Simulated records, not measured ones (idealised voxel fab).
The name of this process module is voxel self aligned vias.
cross-section cut | 255 nm wide | cells 5 nm
Each cross-section below is a grid of square cells, stated as bands in top-down order, with one or more rows of cells making up each band. Top, bottom (nm), then materials left to right with widths (nm); lone material tagged "full width" fills the whole band edge to edge; "blank" = empty space. Heights are measured from 0, the level below which the as-received wafer is all one material; the lowest band has no bottom and continues downward, written as in "0 down". The width entry "30->40" should be interpreted row by row: the top row of cells in the band takes the first number, the bottom row takes the second number, and the change between adjacent rows is uniform throughout. "no alteration" -> step changed no cross-section cell. The list in "Enclosed voids" covers empty spaces of 8 cells or more that cannot reach the top through any open way, and it gives each as width x height at distance; the distance is from the left edge, and width, height and distance are in nm. Read whatever lies past the settings on a step's line as the simulator's own remark about the step. overlay nm: where the mask lay relative to plan, measured to the right, on steps with a mask; negatives go left.
### This section lists the process steps that were planned
| 1 | RECEIVE (material Si) |
| 2 | CONFORMAL_DEP (material SiO2; thk nm 10) |
| 3 | CONFORMAL_DEP (material SiCN; thk nm 5) |
| 4 | DIRECTIONAL_DEP (material SiO2; thk nm 25) |
| 5 | MASKED_ETCH (tone open; mask id LINES; width nm 25; pitch nm 60; etch materials SiO2; depth nm 25; overlay nm 0) |
| 6 | CONFORMAL_DEP (material TiN; thk nm 5) |
| 7 | FILL_DEP (material W; thk nm 5) |
| 8 | CMP (height nm 40) |
| 9 | SELECTIVE_ETCH (etch materials W Ru TiN; depth nm 10) |
| 10 | FILL_DEP (material SiN; thk nm 10) |
| 11 | CMP (height nm 40) |
| 12 | DIRECTIONAL_DEP (material SiO2; thk nm 20) |
| 13 | MASKED_ETCH (tone open; mask id VIAS; width nm 45; pitch nm 120; etch materials SiO2; depth nm 20; overlay nm 0) |
| 14 | MASKED_ETCH (tone open; mask id VIAS; width nm 45; pitch nm 120; etch materials SiN; depth nm 10; overlay nm 0) |
| 15 | CONFORMAL_DEP (material TiN; thk nm 5) |
| 16 | FILL_DEP (material Cu; thk nm 5) |
| 17 | CMP (height nm 60) |
| 18 | CONFORMAL_DEP (material SiCN; thk nm 5) |
### The cross-section here shows the wafer as received, i.e. in its state after step 1
* 0 down: Si full width
* Enclosed voids: none
### Below is the wafer in cross-section after the module was completed. It began from the starting point shown above and followed the plan shown above, except that one mistake was made while running it
* 65 to 60: SiCN full width
* 60 to 40: SiO2 (45)  TiN (5)  Cu (35)  TiN (5)  SiO2 (75)  TiN (5)  Cu (35)  TiN (5)  SiO2 (45)
* 40 to 35: SiN (45)  TiN (5)  Cu (35)  TiN (5)  SiN (75)  TiN (5)  Cu (35)  TiN (5)  SiN (45)
* 35 to 30: SiN (45)  TiN (45)  SiN (75)  TiN (45)  SiN (45)
* 30 to 20: SiO2 (55)  SiN (25)  SiO2 (35)  SiN (25)  SiO2 (35)  SiN (25)  SiO2 (55)
* 20 to 15: SiO2 (55)  TiN (25)  SiO2 (35)  TiN (25)  SiO2 (35)  TiN (25)  SiO2 (55)
* 15 to 10: SiCN full width
* 10 to 0: SiO2 full width
* 0 down: Si full width
* Enclosed voids: none
Deviation from plan: step 8 ran with different settings than intended, the actual operation and settings being CMP (height nm 30)
